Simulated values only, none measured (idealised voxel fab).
process module | voxel spacer lines
cross-section cut | 185 nm wide | cells 5 nm
A cross-section is a grid of square cells, given in bands from the top down. A band is one or more rows of cells.
Each band's line starts with the height of the band's top and of its bottom, in nm. Then come its materials from left to right, each with its width in nm. One material with "throughout" fills the band from edge to edge. "air" is empty space.
Height 0 is the level under which the wafer as received is all one material. The lowest band goes on downwards, as in "0 down".
A width such as "30 to 40" changes by the same amount from each row of cells to the next, from the band's top row to its bottom row.
"no change" after a step means that no cell of the cross-section changed.
closed voids: empty space of 8 cells or more with no open way to the top, each as width x height at its distance from the left edge, in nm
after a step's settings: what the simulator itself notes on the step
overlay nm, on a step with a mask: how far to the right of its planned place the mask lay; to the left if negative
Each pair below shows a cross-section before one step and the cross-section after it, down to the lowest band that changed. The line under each pair gives the step between them, with its settings. The pairs can come from different runs of this module on the same starting wafer, so a pair continues from the pair above only where its "before" says so.
before
  0 down: Si throughout
  closed voids: none
after
  5 to 0: Al2O3 throughout
  below 0: unchanged
  closed voids: none
the step between: op CONFORMAL_DEP | material Al2O3 | thk nm 5
before: the cross-section after the pair above
after
  15 to 5: SiN throughout
  below 5: unchanged
  closed voids: none
the step between: op DIRECTIONAL_DEP | material SiN | thk nm 10
before: the cross-section after the pair above
after
  40 to 15: aC throughout
  below 15: unchanged
  closed voids: none
the step between: op DIRECTIONAL_DEP | material aC | thk nm 25
before: the cross-section after the pair above
after
  70 to 40: air 45 | resist 25 | air 45 | resist 25 | air 45
  below 40: unchanged
  closed voids: none
the step between: op PATTERN | tone cover | mask id MANDREL | material resist | width nm 25 | pitch nm 70 | thk nm 30 | overlay nm 0
before: the cross-section after the pair above
after
  45 to 40: air 45 | resist 25 | air 45 | resist 25 | air 45
  40 to 15: air 45 | aC 25 | air 45 | aC 25 | air 45
  below 15: unchanged
  closed voids: none
the step between: op DIRECTIONAL_ETCH | etch materials aC | depth nm 25
before: the cross-section after the pair above
after
  40 to 15: air 45 | aC 25 | air 45 | aC 25 | air 45
  below 15: unchanged
  closed voids: none
the step between: op STRIP | etch materials resist
before: the cross-section after the pair above
after
  50 to 40: air 35 | SiO2 45 | air 25 | SiO2 45 | air 35
  40 to 25: air 35 | SiO2 10 | aC 25 | SiO2 10 | air 25 | SiO2 10 | aC 25 | SiO2 10 | air 35
  25 to 15: SiO2 45 | aC 25 | SiO2 45 | aC 25 | SiO2 45
  below 15: unchanged
  closed voids: none
the step between: op CONFORMAL_DEP | material SiO2 | thk nm 10
before: the cross-section after the pair above
after
  40 to 15: air 35 | SiO2 10 | aC 25 | SiO2 10 | air 25 | SiO2 10 | aC 25 | SiO2 10 | air 35
  below 15: unchanged
  closed voids: none
the step between: op DIRECTIONAL_ETCH | etch materials SiO2 | depth nm 10
before: the cross-section after the pair above
after
  40 to 15: air 35 | SiO2 10 | air 25 | SiO2 10 | air 25 | SiO2 10 | air 25 | SiO2 10 | air 35
  below 15: unchanged
  closed voids: none
the step between: op STRIP | etch materials aC
before: the cross-section after the pair above
after
  40 to 15: air 35 | SiO2 10 | air 25 | SiO2 10 | air 25 | SiO2 10 | air 25 | SiO2 10 | air 35
  15 to 5: air 35 | SiN 10 | air 25 | SiN 10 | air 25 | SiN 10 | air 25 | SiN 10 | air 35
  below 5: unchanged
  closed voids: none
the step between: op DIRECTIONAL_ETCH | etch materials SiN | depth nm 10
before: the cross-section after the pair above
after
  15 to 5: air 35 | SiN 10 | air 25 | SiN 10 | air 25 | SiN 10 | air 25 | SiN 10 | air 35
  below 5: unchanged
  closed voids: none
the step between: op STRIP | etch materials SiO2
before: the cross-section after the pair above
after
  20 to 15: lowk throughout
  15 to 5: lowk 35 | SiN 10 | lowk 25 | SiN 10 | lowk 25 | SiN 10 | lowk 25 | SiN 10 | lowk 35
  below 5: unchanged
  closed voids: none
the step between: op FILL_DEP | material lowk | thk nm 5
before: the cross-section after the pair above
after
  15 to 5: lowk 35 | SiN 10 | lowk 25 | SiN 10 | lowk 25 | SiN 10 | lowk 25 | SiN 10 | lowk 35
  below 5: unchanged
  closed voids: none
the step between: op CMP | height nm 15
before
  0 down: Si throughout
  closed voids: none
after
  10 to 0: SiN throughout
  below 0: unchanged
  closed voids: none
the step between: op DIRECTIONAL_DEP | material SiN | thk nm 10
before: the cross-section after the pair above
after
  35 to 10: aC throughout
  below 10: unchanged
  closed voids: none
the step between: op DIRECTIONAL_DEP | material aC | thk nm 25
before: the cross-section after the pair above
after
  65 to 35: air 45 | resist 25 | air 45 | resist 25 | air 45
  below 35: unchanged
  closed voids: none
the step between: op PATTERN | tone cover | mask id MANDREL | material resist | width nm 25 | pitch nm 70 | thk nm 30 | overlay nm 0
before: the cross-section after the pair above
after
  40 to 35: air 45 | resist 25 | air 45 | resist 25 | air 45
  35 to 10: air 45 | aC 25 | air 45 | aC 25 | air 45
  below 10: unchanged
  closed voids: none
the step between: op DIRECTIONAL_ETCH | etch materials aC | depth nm 25
before: the cross-section after the pair above
after
  35 to 10: air 45 | aC 25 | air 45 | aC 25 | air 45
  below 10: unchanged
  closed voids: none
the step between: op STRIP | etch materials resist
before: the cross-section after the pair above
after
  45 to 35: air 35 | SiO2 45 | air 25 | SiO2 45 | air 35
  35 to 20: air 35 | SiO2 10 | aC 25 | SiO2 10 | air 25 | SiO2 10 | aC 25 | SiO2 10 | air 35
  20 to 10: SiO2 45 | aC 25 | SiO2 45 | aC 25 | SiO2 45
  below 10: unchanged
  closed voids: none
the step between: op CONFORMAL_DEP | material SiO2 | thk nm 10
before: the cross-section after the pair above
after
  35 to 10: air 35 | SiO2 10 | aC 25 | SiO2 10 | air 25 | SiO2 10 | aC 25 | SiO2 10 | air 35
  below 10: unchanged
  closed voids: none
the step between: op DIRECTIONAL_ETCH | etch materials SiO2 | depth nm 10
before: the cross-section after the pair above
after
  35 to 10: air 35 | SiO2 10 | air 25 | SiO2 10 | air 25 | SiO2 10 | air 25 | SiO2 10 | air 35
  below 10: unchanged
  closed voids: none
the step between: op STRIP | etch materials aC
before: the cross-section after the pair above
after
  35 to 10: air 35 | SiO2 10 | air 25 | SiO2 10 | air 25 | SiO2 10 | air 25 | SiO2 10 | air 35
  10 to 0: air 35 | SiN 10 | air 25 | SiN 10 | air 25 | SiN 10 | air 25 | SiN 10 | air 35
  below 0: unchanged
  closed voids: none
the step between: op DIRECTIONAL_ETCH | etch materials SiN | depth nm 10
before: the cross-section after the pair above
after
  10 to 0: air 35 | SiN 10 | air 25 | SiN 10 | air 25 | SiN 10 | air 25 | SiN 10 | air 35
  below 0: unchanged
  closed voids: none
the step between: op STRIP | etch materials SiO2
before: the cross-section after the pair above
after
  15 to 10: lowk throughout
  10 to 0: lowk 35 | SiN 10 | lowk 25 | SiN 10 | lowk 25 | SiN 10 | lowk 25 | SiN 10 | lowk 35
  below 0: unchanged
  closed voids: none
the step between: op FILL_DEP | material lowk | thk nm 5
before
  45 to 40: air 45 | resist 25 | air 45 | resist 25 | air 45
  40 to 15: air 45 | aC 25 | air 45 | aC 25 | air 45
  15 to 5: SiN throughout
  5 to 0: Al2O3 throughout
  0 down: Si throughout
  closed voids: none
after
  20 to 15: air 45 | aC 25 | air 45 | aC 25 | air 45
  below 15: unchanged
  closed voids: none
the step between: op DIRECTIONAL_ETCH | etch materials aC | depth nm 25
before: the cross-section after the pair above
after
  30 to 25: air 35 | SiO2 45 | air 25 | SiO2 45 | air 35
  25 to 20: SiO2 throughout
  20 to 15: SiO2 45 | aC 25 | SiO2 45 | aC 25 | SiO2 45
  below 15: unchanged
  closed voids: none
the step between: op CONFORMAL_DEP | material SiO2 | thk nm 10
before: the cross-section after the pair above
after
  20 to 15: air 35 | SiO2 10 | aC 25 | SiO2 10 | air 25 | SiO2 10 | aC 25 | SiO2 10 | air 35
  below 15: unchanged
  closed voids: none
the step between: op DIRECTIONAL_ETCH | etch materials SiO2 | depth nm 10
before: the cross-section after the pair above
after
  20 to 15: air 35 | SiO2 10 | air 25 | SiO2 10 | air 25 | SiO2 10 | air 25 | SiO2 10 | air 35
  below 15: unchanged
  closed voids: none
the step between: op STRIP | etch materials aC
before: the cross-section after the pair above
after
  20 to 15: air 35 | SiO2 10 | air 25 | SiO2 10 | air 25 | SiO2 10 | air 25 | SiO2 10 | air 35
  15 to 5: air 35 | SiN 10 | air 25 | SiN 10 | air 25 | SiN 10 | air 25 | SiN 10 | air 35
  below 5: unchanged
  closed voids: none
the step between: op DIRECTIONAL_ETCH | etch materials SiN | depth nm 10
before: the cross-section after the pair above
after
  15 to 5: air 35 | SiN 10 | air 25 | SiN 10 | air 25 | SiN 10 | air 25 | SiN 10 | air 35
  below 5: unchanged
  closed voids: none
the step between: op STRIP | etch materials SiO2
before
  10 to 0: SiN throughout
  0 down: Si throughout
  closed voids: none
after
  15 to 10: Al2O3 throughout
  below 10: unchanged
  closed voids: none
the step between: op CONFORMAL_DEP | material Al2O3 | thk nm 5
before: the cross-section after the pair above
after
  40 to 15: aC throughout
  below 15: unchanged
  closed voids: none
the step between: op DIRECTIONAL_DEP | material aC | thk nm 25
before: the cross-section after the pair above
after
  70 to 40: air 45 | resist 25 | air 45 | resist 25 | air 45
  below 40: unchanged
  closed voids: none
the step between: op PATTERN | tone cover | mask id MANDREL | material resist | width nm 25 | pitch nm 70 | thk nm 30 | overlay nm 0
before: the cross-section after the pair above
after
  45 to 40: air 45 | resist 25 | air 45 | resist 25 | air 45
  40 to 15: air 45 | aC 25 | air 45 | aC 25 | air 45
  below 15: unchanged
  closed voids: none
the step between: op DIRECTIONAL_ETCH | etch materials aC | depth nm 25
before: the cross-section after the pair above
after
  40 to 15: air 45 | aC 25 | air 45 | aC 25 | air 45
  below 15: unchanged
  closed voids: none
the step between: op STRIP | etch materials resist
before: the cross-section after the pair above
after
  50 to 40: air 35 | SiO2 45 | air 25 | SiO2 45 | air 35
  40 to 25: air 35 | SiO2 10 | aC 25 | SiO2 10 | air 25 | SiO2 10 | aC 25 | SiO2 10 | air 35
  25 to 15: SiO2 45 | aC 25 | SiO2 45 | aC 25 | SiO2 45
  below 15: unchanged
  closed voids: none
the step between: op CONFORMAL_DEP | material SiO2 | thk nm 10
before: the cross-section after the pair above
after
  40 to 15: air 35 | SiO2 10 | aC 25 | SiO2 10 | air 25 | SiO2 10 | aC 25 | SiO2 10 | air 35
  below 15: unchanged
  closed voids: none
the step between: op DIRECTIONAL_ETCH | etch materials SiO2 | depth nm 10
before: the cross-section after the pair above
after
  40 to 15: air 35 | SiO2 10 | air 25 | SiO2 10 | air 25 | SiO2 10 | air 25 | SiO2 10 | air 35
  below 15: unchanged
  closed voids: none
the step between: op STRIP | etch materials aC
before: the cross-section after the pair above
after
  15 to 10: Al2O3 throughout
  below 10: unchanged
  closed voids: none
the step between: op STRIP | etch materials SiO2
before: the cross-section after the pair above
after
  20 to 15: lowk throughout
  below 15: unchanged
  closed voids: none
the step between: op FILL_DEP | material lowk | thk nm 5
before: the cross-section after the pair above
after
  15 to 10: Al2O3 throughout
  below 10: unchanged
  closed voids: none
the step between: op CMP | height nm 15
before
  5 to 0: Al2O3 throughout
  0 down: Si throughout
  closed voids: none
after
  10 to 5: SiN throughout
  below 5: unchanged
  closed voids: none
the step between: op DIRECTIONAL_DEP | material SiN | thk nm 5
before: the cross-section after the pair above
after
  35 to 10: aC throughout
  below 10: unchanged
  closed voids: none
the step between: op DIRECTIONAL_DEP | material aC | thk nm 25
before: the cross-section after the pair above
after
  65 to 35: air 45 | resist 25 | air 45 | resist 25 | air 45
  below 35: unchanged
  closed voids: none
the step between: op PATTERN | tone cover | mask id MANDREL | material resist | width nm 25 | pitch nm 70 | thk nm 30 | overlay nm 0
before: the cross-section after the pair above
after
  40 to 35: air 45 | resist 25 | air 45 | resist 25 | air 45
  35 to 10: air 45 | aC 25 | air 45 | aC 25 | air 45
  below 10: unchanged
  closed voids: none
the step between: op DIRECTIONAL_ETCH | etch materials aC | depth nm 25
before: the cross-section after the pair above
after
  35 to 10: air 45 | aC 25 | air 45 | aC 25 | air 45
  below 10: unchanged
  closed voids: none
the step between: op STRIP | etch materials resist
before: the cross-section after the pair above
after
  45 to 35: air 35 | SiO2 45 | air 25 | SiO2 45 | air 35
  35 to 20: air 35 | SiO2 10 | aC 25 | SiO2 10 | air 25 | SiO2 10 | aC 25 | SiO2 10 | air 35
  20 to 10: SiO2 45 | aC 25 | SiO2 45 | aC 25 | SiO2 45
  below 10: unchanged
  closed voids: none
the step between: op CONFORMAL_DEP | material SiO2 | thk nm 10
before: the cross-section after the pair above
after
  35 to 10: air 35 | SiO2 10 | aC 25 | SiO2 10 | air 25 | SiO2 10 | aC 25 | SiO2 10 | air 35
  below 10: unchanged
  closed voids: none
the step between: op DIRECTIONAL_ETCH | etch materials SiO2 | depth nm 10
before: the cross-section after the pair above
after
  35 to 10: air 35 | SiO2 10 | air 25 | SiO2 10 | air 25 | SiO2 10 | air 25 | SiO2 10 | air 35
  below 10: unchanged
  closed voids: none
the step between: op STRIP | etch materials aC
before: the cross-section after the pair above
after
  35 to 10: air 35 | SiO2 10 | air 25 | SiO2 10 | air 25 | SiO2 10 | air 25 | SiO2 10 | air 35
  10 to 5: air 35 | SiN 10 | air 25 | SiN 10 | air 25 | SiN 10 | air 25 | SiN 10 | air 35
  below 5: unchanged
  closed voids: none
the step between: op DIRECTIONAL_ETCH | etch materials SiN | depth nm 10
before: the cross-section after the pair above
after
  10 to 5: air 35 | SiN 10 | air 25 | SiN 10 | air 25 | SiN 10 | air 25 | SiN 10 | air 35
  below 5: unchanged
  closed voids: none
the step between: op STRIP | etch materials SiO2
before: the cross-section after the pair above
after
  15 to 10: lowk throughout
  10 to 5: lowk 35 | SiN 10 | lowk 25 | SiN 10 | lowk 25 | SiN 10 | lowk 25 | SiN 10 | lowk 35
  below 5: unchanged
  closed voids: none
the step between: op FILL_DEP | material lowk | thk nm 5
before
  40 to 15: aC throughout
  15 to 5: SiN throughout
  5 to 0: Al2O3 throughout
  0 down: Si throughout
  closed voids: none
after
  70 to 40: air 40 | resist 35 | air 35 | resist 35 | air 40
  below 40: unchanged
  closed voids: none
the step between: op PATTERN | tone cover | mask id MANDREL | material resist | width nm 35 | pitch nm 70 | thk nm 30 | overlay nm 0
before: the cross-section after the pair above
after
  45 to 40: air 40 | resist 35 | air 35 | resist 35 | air 40
  40 to 15: air 40 | aC 35 | air 35 | aC 35 | air 40
  below 15: unchanged
  closed voids: none
the step between: op DIRECTIONAL_ETCH | etch materials aC | depth nm 25
before: the cross-section after the pair above
after
  40 to 15: air 40 | aC 35 | air 35 | aC 35 | air 40
  below 15: unchanged
  closed voids: none
the step between: op STRIP | etch materials resist
before: the cross-section after the pair above
after
  50 to 40: air 30 | SiO2 55 | air 15 | SiO2 55 | air 30
  40 to 25: air 30 | SiO2 10 | aC 35 | SiO2 10 | air 15 | SiO2 10 | aC 35 | SiO2 10 | air 30
  25 to 15: SiO2 40 | aC 35 | SiO2 35 | aC 35 | SiO2 40
  below 15: unchanged
  closed voids: none
the step between: op CONFORMAL_DEP | material SiO2 | thk nm 10
before: the cross-section after the pair above
after
  40 to 15: air 30 | SiO2 10 | aC 35 | SiO2 10 | air 15 | SiO2 10 | aC 35 | SiO2 10 | air 30
  below 15: unchanged
  closed voids: none
the step between: op DIRECTIONAL_ETCH | etch materials SiO2 | depth nm 10
before: the cross-section after the pair above
after
  40 to 15: air 30 | SiO2 10 | air 35 | SiO2 10 | air 15 | SiO2 10 | air 35 | SiO2 10 | air 30
  below 15: unchanged
  closed voids: none
the step between: op STRIP | etch materials aC
before: the cross-section after the pair above
after
  40 to 15: air 30 | SiO2 10 | air 35 | SiO2 10 | air 15 | SiO2 10 | air 35 | SiO2 10 | air 30
  15 to 5: air 30 | SiN 10 | air 35 | SiN 10 | air 15 | SiN 10 | air 35 | SiN 10 | air 30
  below 5: unchanged
  closed voids: none
the step between: op DIRECTIONAL_ETCH | etch materials SiN | depth nm 10
before: the cross-section after the pair above
after
  15 to 5: air 30 | SiN 10 | air 35 | SiN 10 | air 15 | SiN 10 | air 35 | SiN 10 | air 30
  below 5: unchanged
  closed voids: none
the step between: op STRIP | etch materials SiO2
before: the cross-section after the pair above
after
  20 to 15: lowk throughout
  15 to 5: lowk 30 | SiN 10 | lowk 35 | SiN 10 | lowk 15 | SiN 10 | lowk 35 | SiN 10 | lowk 30
  below 5: unchanged
  closed voids: none
the step between: op FILL_DEP | material lowk | thk nm 5
before: the cross-section after the pair above
after
  15 to 5: lowk 30 | SiN 10 | lowk 35 | SiN 10 | lowk 15 | SiN 10 | lowk 35 | SiN 10 | lowk 30
  below 5: unchanged
  closed voids: none
the step between: op CMP | height nm 15
before
  40 to 15: aC throughout
  15 to 5: SiN throughout
  5 to 0: Al2O3 throughout
  0 down: Si throughout
  closed voids: none
after
  70 to 40: air 55 | resist 25 | air 45 | resist 25 | air 35
  below 40: unchanged
  closed voids: none
the step between: op PATTERN | tone cover | mask id MANDREL | material resist | width nm 25 | pitch nm 70 | thk nm 30 | overlay nm 10
before: the cross-section after the pair above
after
  45 to 40: air 55 | resist 25 | air 45 | resist 25 | air 35
  40 to 15: air 55 | aC 25 | air 45 | aC 25 | air 35
  below 15: unchanged
  closed voids: none
the step between: op DIRECTIONAL_ETCH | etch materials aC | depth nm 25
before: the cross-section after the pair above
after
  40 to 15: air 55 | aC 25 | air 45 | aC 25 | air 35
  below 15: unchanged
  closed voids: none
the step between: op STRIP | etch materials resist
before: the cross-section after the pair above
after
  50 to 40: air 45 | SiO2 45 | air 25 | SiO2 45 | air 25
  40 to 25: air 45 | SiO2 10 | aC 25 | SiO2 10 | air 25 | SiO2 10 | aC 25 | SiO2 10 | air 25
  25 to 15: SiO2 55 | aC 25 | SiO2 45 | aC 25 | SiO2 35
  below 15: unchanged
  closed voids: none
the step between: op CONFORMAL_DEP | material SiO2 | thk nm 10
before: the cross-section after the pair above
after
  40 to 15: air 45 | SiO2 10 | aC 25 | SiO2 10 | air 25 | SiO2 10 | aC 25 | SiO2 10 | air 25
  below 15: unchanged
  closed voids: none
the step between: op DIRECTIONAL_ETCH | etch materials SiO2 | depth nm 10
before: the cross-section after the pair above
after
  40 to 15: air 45 | SiO2 10 | air 25 | SiO2 10 | air 25 | SiO2 10 | air 25 | SiO2 10 | air 25
  below 15: unchanged
  closed voids: none
the step between: op STRIP | etch materials aC
before: the cross-section after the pair above
after
  40 to 15: air 45 | SiO2 10 | air 25 | SiO2 10 | air 25 | SiO2 10 | air 25 | SiO2 10 | air 25
  15 to 5: air 45 | SiN 10 | air 25 | SiN 10 | air 25 | SiN 10 | air 25 | SiN 10 | air 25
  below 5: unchanged
  closed voids: none
the step between: op DIRECTIONAL_ETCH | etch materials SiN | depth nm 10
before: the cross-section after the pair above
after
  15 to 5: air 45 | SiN 10 | air 25 | SiN 10 | air 25 | SiN 10 | air 25 | SiN 10 | air 25
  below 5: unchanged
  closed voids: none
the step between: op STRIP | etch materials SiO2
before: the cross-section after the pair above
after
  20 to 15: lowk throughout
  15 to 5: lowk 45 | SiN 10 | lowk 25 | SiN 10 | lowk 25 | SiN 10 | lowk 25 | SiN 10 | lowk 25
  below 5: unchanged
  closed voids: none
the step between: op FILL_DEP | material lowk | thk nm 5
before: the cross-section after the pair above
after
  15 to 5: lowk 45 | SiN 10 | lowk 25 | SiN 10 | lowk 25 | SiN 10 | lowk 25 | SiN 10 | lowk 25
  below 5: unchanged
  closed voids: none
the step between: op CMP | height nm 15
before
  15 to 5: air 35 | SiN 10 | air 25 | SiN 10 | air 25 | SiN 10 | air 25 | SiN 10 | air 35
  5 to 0: Al2O3 throughout
  0 down: Si throughout
  closed voids: none
after
  20 to 15: aC throughout
  15 to 5: aC 35 | SiN 10 | aC 25 | SiN 10 | aC 25 | SiN 10 | aC 25 | SiN 10 | aC 35
  below 5: unchanged
  closed voids: none
the step between: op FILL_DEP | material aC | thk nm 5
before: the cross-section after the pair above
after
  15 to 5: aC 35 | SiN 10 | aC 25 | SiN 10 | aC 25 | SiN 10 | aC 25 | SiN 10 | aC 35
  below 5: unchanged
  closed voids: none
the step between: op CMP | height nm 15
before
  40 to 15: aC throughout
  15 to 5: SiN throughout
  5 to 0: Al2O3 throughout
  0 down: Si throughout
  closed voids: none
after
  70 to 40: resist 45 | air 25 | resist 45 | air 25 | resist 45
  below 40: unchanged
  closed voids: none
the step between: op PATTERN | tone open | mask id MANDREL | material resist | width nm 25 | pitch nm 70 | thk nm 30 | overlay nm 0
before: the cross-section after the pair above
after
  45 to 40: resist 45 | air 25 | resist 45 | air 25 | resist 45
  40 to 15: aC 45 | air 25 | aC 45 | air 25 | aC 45
  below 15: unchanged
  closed voids: none
the step between: op DIRECTIONAL_ETCH | etch materials aC | depth nm 25
before: the cross-section after the pair above
after
  40 to 15: aC 45 | air 25 | aC 45 | air 25 | aC 45
  below 15: unchanged
  closed voids: none
the step between: op STRIP | etch materials resist
before: the cross-section after the pair above
after
  50 to 40: SiO2 55 | air 5 | SiO2 65 | air 5 | SiO2 55
  40 to 25: aC 45 | SiO2 10 | air 5 | SiO2 10 | aC 45 | SiO2 10 | air 5 | SiO2 10 | aC 45
  25 to 15: aC 45 | SiO2 25 | aC 45 | SiO2 25 | aC 45
  below 15: unchanged
  closed voids: none
the step between: op CONFORMAL_DEP | material SiO2 | thk nm 10
before: the cross-section after the pair above
after
  40 to 15: aC 45 | SiO2 10 | air 5 | SiO2 10 | aC 45 | SiO2 10 | air 5 | SiO2 10 | aC 45
  below 15: unchanged
  closed voids: none
the step between: op DIRECTIONAL_ETCH | etch materials SiO2 | depth nm 10
before: the cross-section after the pair above
after
  40 to 15: air 45 | SiO2 10 | air 5 | SiO2 10 | air 45 | SiO2 10 | air 5 | SiO2 10 | air 45
  below 15: unchanged
  closed voids: none
the step between: op STRIP | etch materials aC
before: the cross-section after the pair above
after
  40 to 15: air 45 | SiO2 10 | air 5 | SiO2 10 | air 45 | SiO2 10 | air 5 | SiO2 10 | air 45
  15 to 5: air 45 | SiN 10 | air 5 | SiN 10 | air 45 | SiN 10 | air 5 | SiN 10 | air 45
  below 5: unchanged
  closed voids: none
the step between: op DIRECTIONAL_ETCH | etch materials SiN | depth nm 10
before: the cross-section after the pair above
after
  15 to 5: air 45 | SiN 10 | air 5 | SiN 10 | air 45 | SiN 10 | air 5 | SiN 10 | air 45
  below 5: unchanged
  closed voids: none
the step between: op STRIP | etch materials SiO2
before: the cross-section after the pair above
after
  20 to 15: lowk throughout
  15 to 5: lowk 45 | SiN 10 | lowk 5 | SiN 10 | lowk 45 | SiN 10 | lowk 5 | SiN 10 | lowk 45
  below 5: unchanged
  closed voids: none
the step between: op FILL_DEP | material lowk | thk nm 5
before: the cross-section after the pair above
after
  15 to 5: lowk 45 | SiN 10 | lowk 5 | SiN 10 | lowk 45 | SiN 10 | lowk 5 | SiN 10 | lowk 45
  below 5: unchanged
  closed voids: none
the step between: op CMP | height nm 15
